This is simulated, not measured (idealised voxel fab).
process module | voxel wiring stack
cross-section cut | 165 nm wide | cells 5 nm
A cross-section is a grid of square cells, given in bands from the top down. A band is one or more rows of cells.
Each band's line starts with the height of the band's top and of its bottom, in nm. Then come its materials from left to right, each with its width in nm. One material with "throughout" fills the band from edge to edge. "air" is empty space.
Height 0 is the level under which the wafer as received is all one material. The lowest band goes on downwards, as in "0 down".
A width such as "30 to 40" changes by the same amount from each row of cells to the next, from the band's top row to its bottom row.
"no change" after a step means that no cell of the cross-section changed.
closed voids: empty space of 8 cells or more with no open way to the top, each as width x height at its distance from the left edge, in nm
after a step's settings: what the simulator itself notes on the step
overlay nm, on a step with a mask: how far to the right of its planned place the mask lay; to the left if negative
plan
1 op RECEIVE | material Si
2 op CONFORMAL_DEP | material SiO2 | thk nm 15
3 op DIRECTIONAL_DEP | material TiN | thk nm 5
4 op DIRECTIONAL_DEP | material W | thk nm 20
5 op DIRECTIONAL_DEP | material aC | thk nm 10
6 op PATTERN | tone cover | mask id METAL_1 | material resist | width nm 30 | pitch nm 45 | thk nm 30 | overlay nm 0
7 op DIRECTIONAL_ETCH | etch materials aC | depth nm 10
8 op STRIP | etch materials resist
9 op DIRECTIONAL_ETCH | etch materials W | depth nm 20
10 op DIRECTIONAL_ETCH | etch materials TiN | depth nm 5
11 op STRIP | etch materials aC
12 op CONFORMAL_DEP | material SiN | thk nm 5
13 op FILL_DEP | material lowk | thk nm 5
14 op CMP | height nm 40
15 op CONFORMAL_DEP | material SiCN | thk nm 5
16 op DIRECTIONAL_DEP | material SiO2 | thk nm 20
17 op DIRECTIONAL_DEP | material aC | thk nm 10
18 op PATTERN | tone open | mask id PLUG_1 | material resist | width nm 15 | pitch nm 90 | thk nm 25 | overlay nm 0
19 op DIRECTIONAL_ETCH | etch materials aC | depth nm 10
20 op STRIP | etch materials resist
21 op DIRECTIONAL_ETCH | etch materials SiO2 | depth nm 20
22 op DIRECTIONAL_ETCH | etch materials SiCN | depth nm 5
23 op STRIP | etch materials aC
24 op EPI | material Ru | thk nm 10
25 op EPI | material Ru | thk nm 10
26 op EPI | material Ru | thk nm 5
27 op DIRECTIONAL_DEP | material TiN | thk nm 5
28 op DIRECTIONAL_DEP | material W | thk nm 25
29 op DIRECTIONAL_DEP | material aC | thk nm 10
30 op PATTERN | tone cover | mask id METAL_2 | material resist | width nm 30 | pitch nm 45 | thk nm 30 | overlay nm 0
31 op DIRECTIONAL_ETCH | etch materials aC | depth nm 10
32 op STRIP | etch materials resist
33 op DIRECTIONAL_ETCH | etch materials W | depth nm 25
34 op DIRECTIONAL_ETCH | etch materials TiN | depth nm 5
35 op STRIP | etch materials aC
36 op CONFORMAL_DEP | material SiN | thk nm 5
37 op FILL_DEP | material lowk | thk nm 5
38 op CMP | height nm 95
39 op CONFORMAL_DEP | material SiCN | thk nm 5
40 op DIRECTIONAL_DEP | material lowk | thk nm 10
41 op MASKED_ETCH | tone open | mask id PLUG_2 | width nm 15 | pitch nm 90 | etch materials lowk | depth nm 10 | overlay nm 0
42 op MASKED_ETCH | tone open | mask id PLUG_2 | width nm 15 | pitch nm 90 | etch materials SiCN | depth nm 5 | overlay nm 0
43 op EPI | material Ru | thk nm 10
44 op EPI | material Ru | thk nm 5
45 op DIRECTIONAL_DEP | material TiN | thk nm 5
46 op DIRECTIONAL_DEP | material W | thk nm 15
47 op MASKED_ETCH | tone cover | mask id METAL_3 | width nm 30 | pitch nm 45 | etch materials W | depth nm 15 | overlay nm 0
48 op MASKED_ETCH | tone cover | mask id METAL_3 | width nm 30 | pitch nm 45 | etch materials TiN | depth nm 5 | overlay nm 0
49 op FILL_DEP | material SiO2 | thk nm 10
50 op CMP | height nm 130
51 op CONFORMAL_DEP | material SiCN | thk nm 5
52 op DIRECTIONAL_DEP | material lowk | thk nm 10
53 op PATTERN | tone open | mask id PLUG_3 | material resist | width nm 15 | pitch nm 45 | thk nm 20 | overlay nm 0
54 op DIRECTIONAL_ETCH | etch materials lowk | depth nm 10
55 op DIRECTIONAL_ETCH | etch materials SiCN | depth nm 5
56 op STRIP | etch materials resist
57 op CONFORMAL_DEP | material TiN | thk nm 5
58 op FILL_DEP | material Cu | thk nm 5
59 op CMP | height nm 145
60 op DIRECTIONAL_DEP | material TiN | thk nm 5
61 op DIRECTIONAL_DEP | material W | thk nm 20
62 op MASKED_ETCH | tone cover | mask id METAL_4 | width nm 30 | pitch nm 45 | etch materials W | depth nm 20 | overlay nm 0
63 op MASKED_ETCH | tone cover | mask id METAL_4 | width nm 30 | pitch nm 45 | etch materials TiN | depth nm 5 | overlay nm 0
64 op CONFORMAL_DEP | material SiCN | thk nm 5
65 op FILL_DEP | material SiO2 | thk nm 10
66 op CMP | height nm 170
67 op CONFORMAL_DEP | material SiCN | thk nm 5
first wafer, as planned
as received, after step 1
  0 down: Si throughout
  closed voids: none
after step 2
  15 to 0: SiO2 throughout
  below 0: unchanged
after step 3
  20 to 15: TiN throughout
  below 15: unchanged
after step 4
  40 to 20: W throughout
  below 20: unchanged
after step 5
  50 to 40: aC throughout
  below 40: unchanged
after step 6
  80 to 50: air 20 | resist 30 | air 15 | resist 30 | air 15 | resist 30 | air 25
  below 50: unchanged
after step 7
  70 to 50: air 20 | resist 30 | air 15 | resist 30 | air 15 | resist 30 | air 25
  50 to 40: air 20 | aC 30 | air 15 | aC 30 | air 15 | aC 30 | air 25
  below 40: unchanged
after step 8
  50 to 40: air 20 | aC 30 | air 15 | aC 30 | air 15 | aC 30 | air 25
  below 40: unchanged
after step 9
  50 to 40: air 20 | aC 30 | air 15 | aC 30 | air 15 | aC 30 | air 25
  40 to 20: air 20 | W 30 | air 15 | W 30 | air 15 | W 30 | air 25
  below 20: unchanged
after step 10
  50 to 40: air 20 | aC 30 | air 15 | aC 30 | air 15 | aC 30 | air 25
  40 to 20: air 20 | W 30 | air 15 | W 30 | air 15 | W 30 | air 25
  20 to 15: air 20 | TiN 30 | air 15 | TiN 30 | air 15 | TiN 30 | air 25
  below 15: unchanged
after step 11
  40 to 20: air 20 | W 30 | air 15 | W 30 | air 15 | W 30 | air 25
  below 20: unchanged
after step 12
  45 to 40: air 15 | SiN 40 | air 5 | SiN 40 | air 5 | SiN 40 | air 20
  40 to 20: air 15 | SiN 5 | W 30 | SiN 5 | air 5 | SiN 5 | W 30 | SiN 5 | air 5 | SiN 5 | W 30 | SiN 5 | air 20
  20 to 15: SiN 20 | TiN 30 | SiN 15 | TiN 30 | SiN 15 | TiN 30 | SiN 25
  below 15: unchanged
after step 13
  50 to 45: lowk throughout
  45 to 40: lowk 15 | SiN 40 | lowk 5 | SiN 40 | lowk 5 | SiN 40 | lowk 20
  40 to 20: lowk 15 | SiN 5 | W 30 | SiN 5 | lowk 5 | SiN 5 | W 30 | SiN 5 | lowk 5 | SiN 5 | W 30 | SiN 5 | lowk 20
  below 20: unchanged
after step 14
  40 to 20: lowk 15 | SiN 5 | W 30 | SiN 5 | lowk 5 | SiN 5 | W 30 | SiN 5 | lowk 5 | SiN 5 | W 30 | SiN 5 | lowk 20
  below 20: unchanged
after step 15
  45 to 40: SiCN throughout
  below 40: unchanged
after step 16
  65 to 45: SiO2 throughout
  below 45: unchanged
after step 17
  75 to 65: aC throughout
  below 65: unchanged
after step 18
  100 to 75: resist 20 | air 15 | resist 75 | air 15 | resist 40
  below 75: unchanged
after step 19
  90 to 75: resist 20 | air 15 | resist 75 | air 15 | resist 40
  75 to 65: aC 20 | air 15 | aC 75 | air 15 | aC 40
  below 65: unchanged
after step 20
  75 to 65: aC 20 | air 15 | aC 75 | air 15 | aC 40
  below 65: unchanged
after step 21
  75 to 65: aC 20 | air 15 | aC 75 | air 15 | aC 40
  65 to 45: SiO2 20 | air 15 | SiO2 75 | air 15 | SiO2 40
  below 45: unchanged
after step 22
  75 to 65: aC 20 | air 15 | aC 75 | air 15 | aC 40
  65 to 45: SiO2 20 | air 15 | SiO2 75 | air 15 | SiO2 40
  45 to 40: SiCN 20 | air 15 | SiCN 75 | air 15 | SiCN 40
  below 40: unchanged
after step 23
  65 to 45: SiO2 20 | air 15 | SiO2 75 | air 15 | SiO2 40
  below 45: unchanged
after step 24
  65 to 50: SiO2 20 | air 15 | SiO2 75 | air 15 | SiO2 40
  50 to 45: SiO2 20 | Ru 15 | SiO2 75 | Ru 15 | SiO2 40
  45 to 40: SiCN 20 | Ru 15 | SiCN 75 | Ru 15 | SiCN 40
  below 40: unchanged
after step 25
  65 to 60: SiO2 20 | air 15 | SiO2 75 | air 15 | SiO2 40
  60 to 45: SiO2 20 | Ru 15 | SiO2 75 | Ru 15 | SiO2 40
  below 45: unchanged
after step 26
  65 to 45: SiO2 20 | Ru 15 | SiO2 75 | Ru 15 | SiO2 40
  below 45: unchanged
after step 27
  70 to 65: TiN throughout
  below 65: unchanged
after step 28
  95 to 70: W throughout
  below 70: unchanged
after step 29
  105 to 95: aC throughout
  below 95: unchanged
after step 30
  135 to 105: air 20 | resist 30 | air 15 | resist 30 | air 15 | resist 30 | air 25
  below 105: unchanged
after step 31
  125 to 105: air 20 | resist 30 | air 15 | resist 30 | air 15 | resist 30 | air 25
  105 to 95: air 20 | aC 30 | air 15 | aC 30 | air 15 | aC 30 | air 25
  below 95: unchanged
after step 32
  105 to 95: air 20 | aC 30 | air 15 | aC 30 | air 15 | aC 30 | air 25
  below 95: unchanged
after step 33
  105 to 95: air 20 | aC 30 | air 15 | aC 30 | air 15 | aC 30 | air 25
  95 to 70: air 20 | W 30 | air 15 | W 30 | air 15 | W 30 | air 25
  below 70: unchanged
after step 34
  105 to 95: air 20 | aC 30 | air 15 | aC 30 | air 15 | aC 30 | air 25
  95 to 70: air 20 | W 30 | air 15 | W 30 | air 15 | W 30 | air 25
  70 to 65: air 20 | TiN 30 | air 15 | TiN 30 | air 15 | TiN 30 | air 25
  below 65: unchanged
after step 35
  95 to 70: air 20 | W 30 | air 15 | W 30 | air 15 | W 30 | air 25
  below 70: unchanged
after step 36
  100 to 95: air 15 | SiN 40 | air 5 | SiN 40 | air 5 | SiN 40 | air 20
  95 to 70: air 15 | SiN 5 | W 30 | SiN 5 | air 5 | SiN 5 | W 30 | SiN 5 | air 5 | SiN 5 | W 30 | SiN 5 | air 20
  70 to 65: SiN 20 | TiN 30 | SiN 15 | TiN 30 | SiN 15 | TiN 30 | SiN 25
  below 65: unchanged
after step 37
  105 to 100: lowk throughout
  100 to 95: lowk 15 | SiN 40 | lowk 5 | SiN 40 | lowk 5 | SiN 40 | lowk 20
  95 to 70: lowk 15 | SiN 5 | W 30 | SiN 5 | lowk 5 | SiN 5 | W 30 | SiN 5 | lowk 5 | SiN 5 | W 30 | SiN 5 | lowk 20
  below 70: unchanged
after step 38
  95 to 70: lowk 15 | SiN 5 | W 30 | SiN 5 | lowk 5 | SiN 5 | W 30 | SiN 5 | lowk 5 | SiN 5 | W 30 | SiN 5 | lowk 20
  below 70: unchanged
after step 39
  100 to 95: SiCN throughout
  below 95: unchanged
after step 40
  110 to 100: lowk throughout
  below 100: unchanged
after step 41
  110 to 100: lowk 20 | air 15 | lowk 75 | air 15 | lowk 40
  below 100: unchanged
after step 42
  110 to 100: lowk 20 | air 15 | lowk 75 | air 15 | lowk 40
  100 to 95: SiCN 20 | air 15 | SiCN 75 | air 15 | SiCN 40
  below 95: unchanged
after step 43
  110 to 105: lowk 20 | air 15 | lowk 75 | air 15 | lowk 40
  105 to 100: lowk 20 | Ru 15 | lowk 75 | Ru 15 | lowk 40
  100 to 95: SiCN 20 | Ru 15 | SiCN 75 | Ru 15 | SiCN 40
  below 95: unchanged
after step 44
  110 to 100: lowk 20 | Ru 15 | lowk 75 | Ru 15 | lowk 40
  below 100: unchanged
after step 45
  115 to 110: TiN throughout
  below 110: unchanged
after step 46
  130 to 115: W throughout
  below 115: unchanged
after step 47
  130 to 115: air 20 | W 30 | air 15 | W 30 | air 15 | W 30 | air 25
  below 115: unchanged
after step 48
  130 to 115: air 20 | W 30 | air 15 | W 30 | air 15 | W 30 | air 25
  115 to 110: air 20 | TiN 30 | air 15 | TiN 30 | air 15 | TiN 30 | air 25
  below 110: unchanged
after step 49
  140 to 130: SiO2 throughout
  130 to 115: SiO2 20 | W 30 | SiO2 15 | W 30 | SiO2 15 | W 30 | SiO2 25
  115 to 110: SiO2 20 | TiN 30 | SiO2 15 | TiN 30 | SiO2 15 | TiN 30 | SiO2 25
  below 110: unchanged
after step 50
  130 to 115: SiO2 20 | W 30 | SiO2 15 | W 30 | SiO2 15 | W 30 | SiO2 25
  below 115: unchanged
after step 51
  135 to 130: SiCN throughout
  below 130: unchanged
after step 52
  145 to 135: lowk throughout
  below 135: unchanged
after step 53
  165 to 145: resist 20 | air 15 | resist 30 | air 15 | resist 30 | air 15 | resist 40
  below 145: unchanged
after step 54
  165 to 145: resist 20 | air 15 | resist 30 | air 15 | resist 30 | air 15 | resist 40
  145 to 135: lowk 20 | air 15 | lowk 30 | air 15 | lowk 30 | air 15 | lowk 40
  below 135: unchanged
after step 55
  165 to 145: resist 20 | air 15 | resist 30 | air 15 | resist 30 | air 15 | resist 40
  145 to 135: lowk 20 | air 15 | lowk 30 | air 15 | lowk 30 | air 15 | lowk 40
  135 to 130: SiCN 20 | air 15 | SiCN 30 | air 15 | SiCN 30 | air 15 | SiCN 40
  below 130: unchanged
after step 56
  145 to 135: lowk 20 | air 15 | lowk 30 | air 15 | lowk 30 | air 15 | lowk 40
  below 135: unchanged
after step 57
  150 to 145: TiN 25 | air 5 | TiN 40 | air 5 | TiN 40 | air 5 | TiN 45
  145 to 135: lowk 20 | TiN 5 | air 5 | TiN 5 | lowk 30 | TiN 5 | air 5 | TiN 5 | lowk 30 | TiN 5 | air 5 | TiN 5 | lowk 40
  135 to 130: SiCN 20 | TiN 15 | SiCN 30 | TiN 15 | SiCN 30 | TiN 15 | SiCN 40
  below 130: unchanged
after step 58
  155 to 150: Cu throughout
  150 to 145: TiN 25 | Cu 5 | TiN 40 | Cu 5 | TiN 40 | Cu 5 | TiN 45
  145 to 135: lowk 20 | TiN 5 | Cu 5 | TiN 5 | lowk 30 | TiN 5 | Cu 5 | TiN 5 | lowk 30 | TiN 5 | Cu 5 | TiN 5 | lowk 40
  below 135: unchanged
after step 59
  145 to 135: lowk 20 | TiN 5 | Cu 5 | TiN 5 | lowk 30 | TiN 5 | Cu 5 | TiN 5 | lowk 30 | TiN 5 | Cu 5 | TiN 5 | lowk 40
  below 135: unchanged
after step 60
  150 to 145: TiN throughout
  below 145: unchanged
after step 61
  170 to 150: W throughout
  below 150: unchanged
after step 62
  170 to 150: air 20 | W 30 | air 15 | W 30 | air 15 | W 30 | air 25
  below 150: unchanged
after step 63
  170 to 150: air 20 | W 30 | air 15 | W 30 | air 15 | W 30 | air 25
  150 to 145: air 20 | TiN 30 | air 15 | TiN 30 | air 15 | TiN 30 | air 25
  below 145: unchanged
after step 64
  175 to 170: air 15 | SiCN 40 | air 5 | SiCN 40 | air 5 | SiCN 40 | air 20
  170 to 150: air 15 | SiCN 5 | W 30 | SiCN 5 | air 5 | SiCN 5 | W 30 | SiCN 5 | air 5 | SiCN 5 | W 30 | SiCN 5 | air 20
  150 to 145: SiCN 20 | TiN 30 | SiCN 15 | TiN 30 | SiCN 15 | TiN 30 | SiCN 25
  below 145: unchanged
after step 65
  185 to 175: SiO2 throughout
  175 to 170: SiO2 15 | SiCN 40 | SiO2 5 | SiCN 40 | SiO2 5 | SiCN 40 | SiO2 20
  170 to 150: SiO2 15 | SiCN 5 | W 30 | SiCN 5 | SiO2 5 | SiCN 5 | W 30 | SiCN 5 | SiO2 5 | SiCN 5 | W 30 | SiCN 5 | SiO2 20
  below 150: unchanged
after step 66
  170 to 150: SiO2 15 | SiCN 5 | W 30 | SiCN 5 | SiO2 5 | SiCN 5 | W 30 | SiCN 5 | SiO2 5 | SiCN 5 | W 30 | SiCN 5 | SiO2 20
  below 150: unchanged
after step 67
  175 to 170: SiCN throughout
  below 170: unchanged
second wafer: like start, like plan, one mistake. Through step 26 it matches the first wafer
when step 27 should have ended
  90 to 65: W throughout
  below 65: unchanged
when step 28 should have ended
  95 to 90: TiN throughout
  below 90: unchanged
when step 29 should have ended
  105 to 95: aC throughout
  below 95: unchanged
when step 30 should have ended
  135 to 105: air 20 | resist 30 | air 15 | resist 30 | air 15 | resist 30 | air 25
  below 105: unchanged
when step 31 should have ended
  125 to 105: air 20 | resist 30 | air 15 | resist 30 | air 15 | resist 30 | air 25
  105 to 95: air 20 | aC 30 | air 15 | aC 30 | air 15 | aC 30 | air 25
  below 95: unchanged
when step 32 should have ended
  105 to 95: air 20 | aC 30 | air 15 | aC 30 | air 15 | aC 30 | air 25
  below 95: unchanged
when step 33 should have ended: no change
when step 34 should have ended
  105 to 95: air 20 | aC 30 | air 15 | aC 30 | air 15 | aC 30 | air 25
  95 to 90: air 20 | TiN 30 | air 15 | TiN 30 | air 15 | TiN 30 | air 25
  below 90: unchanged
when step 35 should have ended
  95 to 90: air 20 | TiN 30 | air 15 | TiN 30 | air 15 | TiN 30 | air 25
  below 90: unchanged
when step 36 should have ended
  100 to 95: air 15 | SiN 40 | air 5 | SiN 40 | air 5 | SiN 40 | air 20
  95 to 90: SiN 20 | TiN 30 | SiN 15 | TiN 30 | SiN 15 | TiN 30 | SiN 25
  below 90: unchanged
when step 37 should have ended
  105 to 100: lowk throughout
  100 to 95: lowk 15 | SiN 40 | lowk 5 | SiN 40 | lowk 5 | SiN 40 | lowk 20
  below 95: unchanged
when step 38 should have ended
  95 to 90: SiN 20 | TiN 30 | SiN 15 | TiN 30 | SiN 15 | TiN 30 | SiN 25
  below 90: unchanged
when step 39 should have ended
  100 to 95: SiCN throughout
  below 95: unchanged
when step 40 should have ended
  110 to 100: lowk throughout
  below 100: unchanged
when step 41 should have ended
  110 to 100: lowk 20 | air 15 | lowk 75 | air 15 | lowk 40
  below 100: unchanged
when step 42 should have ended
  110 to 100: lowk 20 | air 15 | lowk 75 | air 15 | lowk 40
  100 to 95: SiCN 20 | air 15 | SiCN 75 | air 15 | SiCN 40
  below 95: unchanged
when step 43 should have ended
  110 to 105: lowk 20 | air 15 | lowk 75 | air 15 | lowk 40
  105 to 100: lowk 20 | Ru 15 | lowk 75 | Ru 15 | lowk 40
  100 to 95: SiCN 20 | Ru 15 | SiCN 75 | Ru 15 | SiCN 40
  below 95: unchanged
when step 44 should have ended
  110 to 100: lowk 20 | Ru 15 | lowk 75 | Ru 15 | lowk 40
  below 100: unchanged
when step 45 should have ended
  115 to 110: TiN throughout
  below 110: unchanged
when step 46 should have ended
  130 to 115: W throughout
  below 115: unchanged
when step 47 should have ended
  130 to 115: air 20 | W 30 | air 15 | W 30 | air 15 | W 30 | air 25
  below 115: unchanged
when step 48 should have ended
  130 to 115: air 20 | W 30 | air 15 | W 30 | air 15 | W 30 | air 25
  115 to 110: air 20 | TiN 30 | air 15 | TiN 30 | air 15 | TiN 30 | air 25
  below 110: unchanged
when step 49 should have ended
  140 to 130: SiO2 throughout
  130 to 115: SiO2 20 | W 30 | SiO2 15 | W 30 | SiO2 15 | W 30 | SiO2 25
  115 to 110: SiO2 20 | TiN 30 | SiO2 15 | TiN 30 | SiO2 15 | TiN 30 | SiO2 25
  below 110: unchanged
when step 50 should have ended
  130 to 115: SiO2 20 | W 30 | SiO2 15 | W 30 | SiO2 15 | W 30 | SiO2 25
  below 115: unchanged
when step 51 should have ended
  135 to 130: SiCN throughout
  below 130: unchanged
when step 52 should have ended
  145 to 135: lowk throughout
  below 135: unchanged
when step 53 should have ended
  165 to 145: resist 20 | air 15 | resist 30 | air 15 | resist 30 | air 15 | resist 40
  below 145: unchanged
when step 54 should have ended
  165 to 145: resist 20 | air 15 | resist 30 | air 15 | resist 30 | air 15 | resist 40
  145 to 135: lowk 20 | air 15 | lowk 30 | air 15 | lowk 30 | air 15 | lowk 40
  below 135: unchanged
when step 55 should have ended
  165 to 145: resist 20 | air 15 | resist 30 | air 15 | resist 30 | air 15 | resist 40
  145 to 135: lowk 20 | air 15 | lowk 30 | air 15 | lowk 30 | air 15 | lowk 40
  135 to 130: SiCN 20 | air 15 | SiCN 30 | air 15 | SiCN 30 | air 15 | SiCN 40
  below 130: unchanged
when step 56 should have ended
  145 to 135: lowk 20 | air 15 | lowk 30 | air 15 | lowk 30 | air 15 | lowk 40
  below 135: unchanged
when step 57 should have ended
  150 to 145: TiN 25 | air 5 | TiN 40 | air 5 | TiN 40 | air 5 | TiN 45
  145 to 135: lowk 20 | TiN 5 | air 5 | TiN 5 | lowk 30 | TiN 5 | air 5 | TiN 5 | lowk 30 | TiN 5 | air 5 | TiN 5 | lowk 40
  135 to 130: SiCN 20 | TiN 15 | SiCN 30 | TiN 15 | SiCN 30 | TiN 15 | SiCN 40
  below 130: unchanged
when step 58 should have ended
  155 to 150: Cu throughout
  150 to 145: TiN 25 | Cu 5 | TiN 40 | Cu 5 | TiN 40 | Cu 5 | TiN 45
  145 to 135: lowk 20 | TiN 5 | Cu 5 | TiN 5 | lowk 30 | TiN 5 | Cu 5 | TiN 5 | lowk 30 | TiN 5 | Cu 5 | TiN 5 | lowk 40
  below 135: unchanged
when step 59 should have ended
  145 to 135: lowk 20 | TiN 5 | Cu 5 | TiN 5 | lowk 30 | TiN 5 | Cu 5 | TiN 5 | lowk 30 | TiN 5 | Cu 5 | TiN 5 | lowk 40
  below 135: unchanged
when step 60 should have ended
  150 to 145: TiN throughout
  below 145: unchanged
when step 61 should have ended
  170 to 150: W throughout
  below 150: unchanged
when step 62 should have ended
  170 to 150: air 20 | W 30 | air 15 | W 30 | air 15 | W 30 | air 25
  below 150: unchanged
when step 63 should have ended
  170 to 150: air 20 | W 30 | air 15 | W 30 | air 15 | W 30 | air 25
  150 to 145: air 20 | TiN 30 | air 15 | TiN 30 | air 15 | TiN 30 | air 25
  below 145: unchanged
when step 64 should have ended
  175 to 170: air 15 | SiCN 40 | air 5 | SiCN 40 | air 5 | SiCN 40 | air 20
  170 to 150: air 15 | SiCN 5 | W 30 | SiCN 5 | air 5 | SiCN 5 | W 30 | SiCN 5 | air 5 | SiCN 5 | W 30 | SiCN 5 | air 20
  150 to 145: SiCN 20 | TiN 30 | SiCN 15 | TiN 30 | SiCN 15 | TiN 30 | SiCN 25
  below 145: unchanged
when step 65 should have ended
  185 to 175: SiO2 throughout
  175 to 170: SiO2 15 | SiCN 40 | SiO2 5 | SiCN 40 | SiO2 5 | SiCN 40 | SiO2 20
  170 to 150: SiO2 15 | SiCN 5 | W 30 | SiCN 5 | SiO2 5 | SiCN 5 | W 30 | SiCN 5 | SiO2 5 | SiCN 5 | W 30 | SiCN 5 | SiO2 20
  below 150: unchanged
when step 66 should have ended
  170 to 150: SiO2 15 | SiCN 5 | W 30 | SiCN 5 | SiO2 5 | SiCN 5 | W 30 | SiCN 5 | SiO2 5 | SiCN 5 | W 30 | SiCN 5 | SiO2 20
  below 150: unchanged
when step 67 should have ended
  175 to 170: SiCN throughout
  below 170: unchanged
what went wrong: steps 27 and 28 were swapped
at the end the second wafer has, in cells: 30 fewer of SiN | 75 more of W | 45 fewer of lowk
